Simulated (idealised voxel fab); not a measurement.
Process module heading - voxel quadruple lines
Section cut is 175 nm wide and gridded with 5 nm square cells.
In this document a cross-section is written as a grid of square cells. It is given as a series of bands, listed from the top down, and a band is one or more rows of cells.
Top, bottom (nm), then materials left to right with widths (nm); lone material tagged "everywhere" fills the whole band edge to edge; "air" = empty space.
We count height from 0. Below that, the starting wafer is all one material. The lowest band never ends at the bottom but goes on down; see "z 0 and below" for how that is written.
The notation "30 to 40" denotes a width that varies across the rows of cells in the band, beginning at the first number in the top row, finishing at the second number in the bottom row, and changing by an identical amount from each row to the next.
Where the words "no alteration" appear for a step, the cross-section shows no cell changed by that step; every cell remained as before.
For the entry "Closed voids list", the listed items are empty spaces with no open way to the top whose size is 8 cells or more; each item follows the pattern width x height at distance, where distance is from the left edge and all three are in nm.
Where a step's line continues beyond its settings, the continuation is a remark by the simulator itself on that step.
Regarding "overlay nm": on a step with a mask, it is the distance the mask lay to the right of its planned place; a negative value places it to the left.
-- Process steps - plan
1. op RECEIVE | material Si
2. op CONFORMAL_DEP | material SiO2 | thk nm 5
3. op DIRECTIONAL_DEP | material TiN | thk nm 15
4. op DIRECTIONAL_DEP | material polySi | thk nm 15
5. op DIRECTIONAL_DEP | material aC | thk nm 20
6. op PATTERN | tone cover | mask id MANDREL | material resist | width nm 35 | thk nm 30 | overlay nm 0
7. op DIRECTIONAL_ETCH | etch materials aC | depth nm 20
8. op STRIP | etch materials resist
9. op CONFORMAL_DEP | material SiO2 | thk nm 15
10. op DIRECTIONAL_ETCH | etch materials SiO2 | depth nm 15
11. op STRIP | etch materials aC
12. op DIRECTIONAL_ETCH | etch materials polySi | depth nm 15
13. op STRIP | etch materials SiO2
14. op CONFORMAL_DEP | material SiCN | thk nm 10
15. op DIRECTIONAL_ETCH | etch materials SiCN | depth nm 10
16. op STRIP | etch materials polySi
17. op DIRECTIONAL_ETCH | etch materials TiN | depth nm 15
18. op STRIP | etch materials SiCN
19. op FILL_DEP | material SiO2 | thk nm 5
20. op CMP | height nm 20
-- This is the cross-section of the wafer as we received it, i.e. after step 1
z 0 and below  Si everywhere
Closed voids list: none
-- Wafer cross-section at module end: first of two, run to plan
z 20 to 5  SiO2 (45), then TiN (10), then SiO2 (15), then TiN (10), then SiO2 (15), then TiN (10), then SiO2 (15), then TiN (10), then SiO2 (45)
z 5 to 0  SiO2 everywhere
z 0 and below  Si everywhere
Closed voids list: none
-- Second wafer of the two, sectioned at the end of the module. It began like the first and followed the same plan, but one mistake was made while running it
z 20 to 5  SiO2 (50), then TiN (10), then SiO2 (15), then TiN (10), then SiO2 (10), then TiN (10), then SiO2 (15), then TiN (10), then SiO2 (45)
z 5 to 0  SiO2 everywhere
z 0 and below  Si everywhere
Closed voids list: none
Diagnosis: step 6 ran as: op PATTERN | tone cover | mask id MANDREL | material resist | width nm 30 | thk nm 30 | overlay nm 0
At the end, the second wafer has the same number of cells of each material as the first, but those cells sit in other places.
